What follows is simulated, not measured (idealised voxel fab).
Module name: voxel lift off (process module)
cross-section cut | 260 nm wide | cells 5 nm
Cross-sections here: square-cell grids, written as top-down lists of bands, a band being one or more rows of cells.
What a band's entry tells you: where the top is and where the bottom is, as heights in nm, and after that what lies inside, material by material from left to right, each with its width in nm. Empty space is written as the word "air", and a single material marked with the word "everywhere" occupies the band from edge to edge.
Ref level 0: as-received wafer is one material below here. Bottom band extends down with no lower bound ("z 0 and below").
Note: "30..40" means the width goes from the first number (top row of the band) to the second number (bottom row) in equal steps per row of cells.
"nothing altered" means the step left every cell of the cross-section as it was.
Enclosed voids (no open way to top), threshold 8 cells or more, entry "Closed void catalog", notation width x height at distance, distance from left edge, nm.
That trailing text on a step's line, after the settings, is the simulator's own remark on the step.
Steps that use a mask can have "overlay nm" on their line. It says how far the mask sat to the right of where it was meant to be. Negative means to the left.
Before/after cross-section pairs, one process step each; after shown to lowest changed band; step and settings beneath. Pairs may be from different runs of this module on the same starting wafer; a pair continues from the one above only where its "Before this step" entry says so.
BEFORE THIS STEP
> z 0 and below: Si everywhere
> Closed void catalog: none
SECTION, POST-STEP
> z 5 to 0: SiO2 everywhere
> below 0: unchanged
> Closed void catalog: none
Between before and after above, the operation and settings are CONFORMAL_DEP (material SiO2; thk nm 5)
Before this step: see preceding pair, after cross-section.
SECTION, POST-STEP
> z 25 to 5: 70 of resist  25 of air  20 of resist  25 of air  20 of resist  25 of air  75 of resist
> below 5: unchanged
> Closed void catalog: none
Between before and after above, the operation and settings are PATTERN (tone open; mask id LINES; material resist; width nm 25; pitch nm 45; thk nm 20; overlay nm 0)
Before this step: see preceding pair, after cross-section.
SECTION, POST-STEP
> z 35 to 25: 70 of Ru  25 of air  20 of Ru  25 of air  20 of Ru  25 of air  75 of Ru
> z 25 to 15: 70 of resist  25 of air  20 of resist  25 of air  20 of resist  25 of air  75 of resist
> z 15 to 5: 70 of resist  25 of Ru  20 of resist  25 of Ru  20 of resist  25 of Ru  75 of resist
> below 5: unchanged
> Closed void catalog: none
Between before and after above, the operation and settings are DIRECTIONAL_DEP (material Ru; thk nm 10)
Before this step: see preceding pair, after cross-section.
SECTION, POST-STEP
> z 15 to 5: 70 of air  25 of Ru  20 of air  25 of Ru  20 of air  25 of Ru  75 of air
> below 5: unchanged
> Closed void catalog: none
Between before and after above, the operation and settings are STRIP (etch materials resist)
Before this step: see preceding pair, after cross-section.
SECTION, POST-STEP
> z 25 to 15: 60 of air  135 of SiCN  65 of air
> z 15 to 5: 70 of SiCN  25 of Ru  20 of SiCN  25 of Ru  20 of SiCN  25 of Ru  75 of SiCN
> below 5: unchanged
> Closed void catalog: none
Between before and after above, the operation and settings are CONFORMAL_DEP (material SiCN; thk nm 10)
BEFORE THIS STEP
> z 25 to 5: 70 of resist  25 of air  20 of resist  25 of air  20 of resist  25 of air  75 of resist
> z 5 to 0: SiO2 everywhere
> z 0 and below: Si everywhere
> Closed void catalog: none
SECTION, POST-STEP
> z 5 to 0: SiO2 everywhere
> below 0: unchanged
> Closed void catalog: none
Between before and after above, the operation and settings are STRIP (etch materials resist)
Before this step: see preceding pair, after cross-section.
SECTION, POST-STEP
> z 15 to 5: SiCN everywhere
> below 5: unchanged
> Closed void catalog: none
Between before and after above, the operation and settings are CONFORMAL_DEP (material SiCN; thk nm 10)
BEFORE THIS STEP
> z 15 to 5: 70 of air  25 of Ru  20 of air  25 of Ru  20 of air  25 of Ru  75 of air
> z 5 to 0: SiO2 everywhere
> z 0 and below: Si everywhere
> Closed void catalog: none
SECTION, POST-STEP
> z 20 to 15: 65 of air  35 of SiCN  10 of air  35 of SiCN  10 of air  35 of SiCN  70 of air
> z 15 to 10: 65 of air  5 of SiCN  25 of Ru  5 of SiCN  10 of air  5 of SiCN  25 of Ru  5 of SiCN  10 of air  5 of SiCN  25 of Ru  5 of SiCN  70 of air
> z 10 to 5: 70 of SiCN  25 of Ru  20 of SiCN  25 of Ru  20 of SiCN  25 of Ru  75 of SiCN
> below 5: unchanged
> Closed void catalog: none
Between before and after above, the operation and settings are CONFORMAL_DEP (material SiCN; thk nm 5)
BEFORE THIS STEP
> z 5 to 0: SiO2 everywhere
> z 0 and below: Si everywhere
> Closed void catalog: none
SECTION, POST-STEP
> z 25 to 5: 75 of resist  15 of air  30 of resist  15 of air  30 of resist  15 of air  80 of resist
> below 5: unchanged
> Closed void catalog: none
Between before and after above, the operation and settings are PATTERN (tone open; mask id LINES; material resist; width nm 15; pitch nm 45; thk nm 20; overlay nm 0)
Before this step: see preceding pair, after cross-section.
SECTION, POST-STEP
> z 35 to 25: 75 of Ru  15 of air  30 of Ru  15 of air  30 of Ru  15 of air  80 of Ru
> z 25 to 15: 75 of resist  15 of air  30 of resist  15 of air  30 of resist  15 of air  80 of resist
> z 15 to 5: 75 of resist  15 of Ru  30 of resist  15 of Ru  30 of resist  15 of Ru  80 of resist
> below 5: unchanged
> Closed void catalog: none
Between before and after above, the operation and settings are DIRECTIONAL_DEP (material Ru; thk nm 10)
Before this step: see preceding pair, after cross-section.
SECTION, POST-STEP
> z 15 to 5: 75 of air  15 of Ru  30 of air  15 of Ru  30 of air  15 of Ru  80 of air
> below 5: unchanged
> Closed void catalog: none
Between before and after above, the operation and settings are STRIP (etch materials resist)
Before this step: see preceding pair, after cross-section.
SECTION, POST-STEP
> z 25 to 15: 65 of air  35 of SiCN  10 of air  35 of SiCN  10 of air  35 of SiCN  70 of air
> z 15 to 5: 75 of SiCN  15 of Ru  30 of SiCN  15 of Ru  30 of SiCN  15 of Ru  80 of SiCN
> below 5: unchanged
> Closed void catalog: none
Between before and after above, the operation and settings are CONFORMAL_DEP (material SiCN; thk nm 10)
BEFORE THIS STEP
> z 5 to 0: SiO2 everywhere
> z 0 and below: Si everywhere
> Closed void catalog: none
SECTION, POST-STEP
> z 25 to 5: 65 of resist  25 of air  20 of resist  25 of air  20 of resist  25 of air  80 of resist
> below 5: unchanged
> Closed void catalog: none
Between before and after above, the operation and settings are PATTERN (tone open; mask id LINES; material resist; width nm 25; pitch nm 45; thk nm 20; overlay nm -5)
Before this step: see preceding pair, after cross-section.
SECTION, POST-STEP
> z 35 to 25: 65 of Ru  25 of air  20 of Ru  25 of air  20 of Ru  25 of air  80 of Ru
> z 25 to 15: 65 of resist  25 of air  20 of resist  25 of air  20 of resist  25 of air  80 of resist
> z 15 to 5: 65 of resist  25 of Ru  20 of resist  25 of Ru  20 of resist  25 of Ru  80 of resist
> below 5: unchanged
> Closed void catalog: none
Between before and after above, the operation and settings are DIRECTIONAL_DEP (material Ru; thk nm 10)
Before this step: see preceding pair, after cross-section.
SECTION, POST-STEP
> z 15 to 5: 65 of air  25 of Ru  20 of air  25 of Ru  20 of air  25 of Ru  80 of air
> below 5: unchanged
> Closed void catalog: none
Between before and after above, the operation and settings are STRIP (etch materials resist)
Before this step: see preceding pair, after cross-section.
SECTION, POST-STEP
> z 25 to 15: 55 of air  135 of SiCN  70 of air
> z 15 to 5: 65 of SiCN  25 of Ru  20 of SiCN  25 of Ru  20 of SiCN  25 of Ru  80 of SiCN
> below 5: unchanged
> Closed void catalog: none
Between before and after above, the operation and settings are CONFORMAL_DEP (material SiCN; thk nm 10)
BEFORE THIS STEP
> z 0 and below: Si everywhere
> Closed void catalog: none
SECTION, POST-STEP
> z 5 to 0: SiCN everywhere
> below 0: unchanged
> Closed void catalog: none
Between before and after above, the operation and settings are CONFORMAL_DEP (material SiCN; thk nm 5)
Before this step: see preceding pair, after cross-section.
SECTION, POST-STEP
> z 25 to 5: 70 of resist  25 of air  20 of resist  25 of air  20 of resist  25 of air  75 of resist
> below 5: unchanged
> Closed void catalog: none
Between before and after above, the operation and settings are PATTERN (tone open; mask id LINES; material resist; width nm 25; pitch nm 45; thk nm 20; overlay nm 0)
Before this step: see preceding pair, after cross-section.
SECTION, POST-STEP
> z 35 to 25: 70 of Ru  25 of air  20 of Ru  25 of air  20 of Ru  25 of air  75 of Ru
> z 25 to 15: 70 of resist  25 of air  20 of resist  25 of air  20 of resist  25 of air  75 of resist
> z 15 to 5: 70 of resist  25 of Ru  20 of resist  25 of Ru  20 of resist  25 of Ru  75 of resist
> below 5: unchanged
> Closed void catalog: none
Between before and after above, the operation and settings are DIRECTIONAL_DEP (material Ru; thk nm 10)
Before this step: see preceding pair, after cross-section.
SECTION, POST-STEP
> z 15 to 5: 70 of air  25 of Ru  20 of air  25 of Ru  20 of air  25 of Ru  75 of air
> below 5: unchanged
> Closed void catalog: none
Between before and after above, the operation and settings are STRIP (etch materials resist)
Before this step: see preceding pair, after cross-section.
SECTION, POST-STEP
> z 25 to 15: 60 of air  135 of SiCN  65 of air
> z 15 to 5: 70 of SiCN  25 of Ru  20 of SiCN  25 of Ru  20 of SiCN  25 of Ru  75 of SiCN
> below 5: unchanged
> Closed void catalog: none
Between before and after above, the operation and settings are CONFORMAL_DEP (material SiCN; thk nm 10)
BEFORE THIS STEP
> z 5 to 0: SiO2 everywhere
> z 0 and below: Si everywhere
> Closed void catalog: none
SECTION, POST-STEP
> z 25 to 5: 70 of air  25 of resist  20 of air  25 of resist  20 of air  25 of resist  75 of air
> below 5: unchanged
> Closed void catalog: none
Between before and after above, the operation and settings are PATTERN (tone cover; mask id LINES; material resist; width nm 25; pitch nm 45; thk nm 20; overlay nm 0)
Before this step: see preceding pair, after cross-section.
SECTION, POST-STEP
> z 35 to 25: 70 of air  25 of Ru  20 of air  25 of Ru  20 of air  25 of Ru  75 of air
> z 25 to 15: 70 of air  25 of resist  20 of air  25 of resist  20 of air  25 of resist  75 of air
> z 15 to 5: 70 of Ru  25 of resist  20 of Ru  25 of resist  20 of Ru  25 of resist  75 of Ru
> below 5: unchanged
> Closed void catalog: none
Between before and after above, the operation and settings are DIRECTIONAL_DEP (material Ru; thk nm 10)
Before this step: see preceding pair, after cross-section.
SECTION, POST-STEP
> z 15 to 5: 70 of Ru  25 of air  20 of Ru  25 of air  20 of Ru  25 of air  75 of Ru
> below 5: unchanged
> Closed void catalog: none
Between before and after above, the operation and settings are STRIP (etch materials resist)
Before this step: see preceding pair, after cross-section.
SECTION, POST-STEP
> z 25 to 15: 80 of SiCN  5 of air  40 of SiCN  5 of air  40 of SiCN  5 of air  85 of SiCN
> z 15 to 5: 70 of Ru  25 of SiCN  20 of Ru  25 of SiCN  20 of Ru  25 of SiCN  75 of Ru
> below 5: unchanged
> Closed void catalog: none
Between before and after above, the operation and settings are CONFORMAL_DEP (material SiCN; thk nm 10)
